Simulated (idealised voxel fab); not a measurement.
process module | voxel wiring stack
cross-section cut | 165 nm wide | cells 5 nm
A cross-section is a grid of square cells, given in bands from the top down. A band is one or more rows of cells.
Each band's line starts with the height of the band's top and of its bottom, in nm. Then come its materials from left to right, each with its width in nm. One material with "throughout" fills the band from edge to edge. "air" is empty space.
Height 0 is the level under which the wafer as received is all one material. The lowest band goes on downwards, as in "0 down".
A width such as "30 to 40" changes by the same amount from each row of cells to the next, from the band's top row to its bottom row.
"no change" after a step means that no cell of the cross-section changed.
closed voids: empty space of 8 cells or more with no open way to the top, each as width x height at its distance from the left edge, in nm
after a step's settings: what the simulator itself notes on the step
overlay nm, on a step with a mask: how far to the right of its planned place the mask lay; to the left if negative
plan
1 op RECEIVE | material Si
2 op CONFORMAL_DEP | material SiO2 | thk nm 10
3 op DIRECTIONAL_DEP | material TiN | thk nm 5
4 op DIRECTIONAL_DEP | material W | thk nm 25
5 op PATTERN | tone cover | mask id METAL_1 | material resist | width nm 20 | pitch nm 40 | thk nm 15 | overlay nm 0
6 op DIRECTIONAL_ETCH | etch materials W | depth nm 25
7 op DIRECTIONAL_ETCH | etch materials TiN | depth nm 5
8 op STRIP | etch materials resist
9 op CONFORMAL_DEP | material SiCN | thk nm 5
10 op FILL_DEP | material lowk | thk nm 10
11 op CMP | height nm 40
12 op CONFORMAL_DEP | material SiCN | thk nm 5
13 op DIRECTIONAL_DEP | material SiO2 | thk nm 20
14 op DIRECTIONAL_DEP | material aC | thk nm 10
15 op PATTERN | tone open | mask id PLUG_1 | material resist | width nm 15 | pitch nm 40 | thk nm 25 | overlay nm 0
16 op DIRECTIONAL_ETCH | etch materials aC | depth nm 10
17 op STRIP | etch materials resist
18 op DIRECTIONAL_ETCH | etch materials SiO2 | depth nm 20
19 op DIRECTIONAL_ETCH | etch materials SiCN | depth nm 5
20 op STRIP | etch materials aC
21 op CONFORMAL_DEP | material TiN | thk nm 5
22 op FILL_DEP | material Cu | thk nm 10
23 op CMP | height nm 65
24 op DIRECTIONAL_DEP | material TiN | thk nm 5
25 op DIRECTIONAL_DEP | material Ru | thk nm 15
26 op PATTERN | tone cover | mask id METAL_2 | material resist | width nm 20 | pitch nm 40 | thk nm 20 | overlay nm 0
27 op DIRECTIONAL_ETCH | etch materials Ru | depth nm 15
28 op DIRECTIONAL_ETCH | etch materials TiN | depth nm 5
29 op STRIP | etch materials resist
30 op FILL_DEP | material lowk | thk nm 10
31 op CMP | height nm 85
32 op CONFORMAL_DEP | material SiCN | thk nm 5
33 op DIRECTIONAL_DEP | material lowk | thk nm 20
34 op PATTERN | tone open | mask id PLUG_2 | material resist | width nm 15 | pitch nm 40 | thk nm 15 | overlay nm 0
35 op DIRECTIONAL_ETCH | etch materials lowk | depth nm 20
36 op DIRECTIONAL_ETCH | etch materials SiCN | depth nm 5
37 op STRIP | etch materials resist
38 op EPI | material Ru | thk nm 10
39 op EPI | material Ru | thk nm 10
40 op EPI | material Ru | thk nm 5
41 op DIRECTIONAL_DEP | material TiN | thk nm 5
42 op DIRECTIONAL_DEP | material Ru | thk nm 15
43 op DIRECTIONAL_DEP | material aC | thk nm 10
44 op PATTERN | tone cover | mask id METAL_3 | material resist | width nm 20 | pitch nm 40 | thk nm 25 | overlay nm 0
45 op DIRECTIONAL_ETCH | etch materials aC | depth nm 10
46 op STRIP | etch materials resist
47 op DIRECTIONAL_ETCH | etch materials Ru | depth nm 15
48 op DIRECTIONAL_ETCH | etch materials TiN | depth nm 5
49 op STRIP | etch materials aC
50 op CONFORMAL_DEP | material SiN | thk nm 5
51 op FILL_DEP | material SiO2 | thk nm 10
52 op CMP | height nm 130
53 op CONFORMAL_DEP | material SiCN | thk nm 5
54 op DIRECTIONAL_DEP | material lowk | thk nm 20
55 op MASKED_ETCH | tone open | mask id PLUG_3 | width nm 15 | pitch nm 40 | etch materials lowk | depth nm 20 | overlay nm 0
56 op MASKED_ETCH | tone open | mask id PLUG_3 | width nm 15 | pitch nm 40 | etch materials SiCN | depth nm 5 | overlay nm 0
57 op EPI | material Ru | thk nm 10
58 op EPI | material Ru | thk nm 10
59 op EPI | material Ru | thk nm 5
60 op DIRECTIONAL_DEP | material TiN | thk nm 5
61 op DIRECTIONAL_DEP | material W | thk nm 15
62 op MASKED_ETCH | tone cover | mask id METAL_4 | width nm 20 | pitch nm 40 | etch materials W | depth nm 15 | overlay nm 0
63 op MASKED_ETCH | tone cover | mask id METAL_4 | width nm 20 | pitch nm 40 | etch materials TiN | depth nm 5 | overlay nm 0
64 op FILL_DEP | material SiO2 | thk nm 10
65 op CMP | height nm 175
66 op CONFORMAL_DEP | material SiCN | thk nm 5
as received, after step 1
  0 down: Si throughout
  closed voids: none
first wafer at the end, as planned
  180 to 175: SiCN throughout
  175 to 160: SiO2 30 | W 20 | SiO2 20 | W 20 | SiO2 20 | W 20 | SiO2 35
  160 to 155: SiO2 30 | TiN 20 | SiO2 20 | TiN 20 | SiO2 20 | TiN 20 | SiO2 35
  155 to 135: lowk 30 | Ru 15 | lowk 25 | Ru 15 | lowk 25 | Ru 15 | lowk 40
  135 to 130: SiCN 30 | Ru 15 | SiCN 25 | Ru 15 | SiCN 25 | Ru 15 | SiCN 40
  130 to 115: SiO2 25 | SiN 5 | Ru 20 | SiN 5 | SiO2 10 | SiN 5 | Ru 20 | SiN 5 | SiO2 10 | SiN 5 | Ru 20 | SiN 5 | SiO2 30
  115 to 110: SiN 30 | TiN 20 | SiN 20 | TiN 20 | SiN 20 | TiN 20 | SiN 35
  110 to 90: lowk 30 | Ru 15 | lowk 25 | Ru 15 | lowk 25 | Ru 15 | lowk 40
  90 to 85: SiCN 30 | Ru 15 | SiCN 25 | Ru 15 | SiCN 25 | Ru 15 | SiCN 40
  85 to 70: lowk 30 | Ru 20 | lowk 20 | Ru 20 | lowk 20 | Ru 20 | lowk 35
  70 to 65: lowk 30 | TiN 20 | lowk 20 | TiN 20 | lowk 20 | TiN 20 | lowk 35
  65 to 45: SiO2 30 | TiN 5 | Cu 5 | TiN 5 | SiO2 25 | TiN 5 | Cu 5 | TiN 5 | SiO2 25 | TiN 5 | Cu 5 | TiN 5 | SiO2 40
  45 to 40: SiCN 30 | TiN 15 | SiCN 25 | TiN 15 | SiCN 25 | TiN 15 | SiCN 40
  40 to 15: lowk 25 | SiCN 5 | W 20 | SiCN 5 | lowk 10 | SiCN 5 | W 20 | SiCN 5 | lowk 10 | SiCN 5 | W 20 | SiCN 5 | lowk 30
  15 to 10: SiCN 30 | TiN 20 | SiCN 20 | TiN 20 | SiCN 20 | TiN 20 | SiCN 35
  10 to 0: SiO2 throughout
  0 down: Si throughout
  closed voids: none
second wafer at the end: like start, like plan, one mistake
  180 to 175: SiCN throughout
  175 to 165: SiO2 45 | W 5 | SiO2 35 | W 5 | SiO2 35 | W 5 | SiO2 35
  165 to 160: SiO2 45 | TiN 5 | SiO2 35 | TiN 5 | SiO2 35 | TiN 5 | SiO2 35
  160 to 145: lowk 30 | W 15 | lowk 25 | W 15 | lowk 25 | W 15 | lowk 40
  145 to 140: lowk 30 | TiN 15 | lowk 25 | TiN 15 | lowk 25 | TiN 15 | lowk 40
  140 to 135: lowk throughout
  135 to 130: SiCN throughout
  130 to 115: SiO2 25 | SiN 5 | Ru 20 | SiN 5 | SiO2 10 | SiN 5 | Ru 20 | SiN 5 | SiO2 10 | SiN 5 | Ru 20 | SiN 5 | SiO2 30
  115 to 110: SiN 30 | TiN 20 | SiN 20 | TiN 20 | SiN 20 | TiN 20 | SiN 35
  110 to 90: lowk 30 | Ru 15 | lowk 25 | Ru 15 | lowk 25 | Ru 15 | lowk 40
  90 to 85: SiCN 30 | Ru 15 | SiCN 25 | Ru 15 | SiCN 25 | Ru 15 | SiCN 40
  85 to 70: lowk 30 | Ru 20 | lowk 20 | Ru 20 | lowk 20 | Ru 20 | lowk 35
  70 to 65: lowk 30 | TiN 20 | lowk 20 | TiN 20 | lowk 20 | TiN 20 | lowk 35
  65 to 45: SiO2 30 | TiN 5 | Cu 5 | TiN 5 | SiO2 25 | TiN 5 | Cu 5 | TiN 5 | SiO2 25 | TiN 5 | Cu 5 | TiN 5 | SiO2 40
  45 to 40: SiCN 30 | TiN 15 | SiCN 25 | TiN 15 | SiCN 25 | TiN 15 | SiCN 40
  40 to 15: lowk 25 | SiCN 5 | W 20 | SiCN 5 | lowk 10 | SiCN 5 | W 20 | SiCN 5 | lowk 10 | SiCN 5 | W 20 | SiCN 5 | lowk 30
  15 to 10: SiCN 30 | TiN 20 | SiCN 20 | TiN 20 | SiCN 20 | TiN 20 | SiCN 35
  10 to 0: SiO2 throughout
  0 down: Si throughout
  closed voids: none
what went wrong: step 54 ran as: op DIRECTIONAL_DEP | material lowk | thk nm 25
at the end the second wafer has, in cells: 45 fewer of Ru | 9 more of SiCN | 6 more of SiO2 | 3 fewer of W | 33 more of lowk
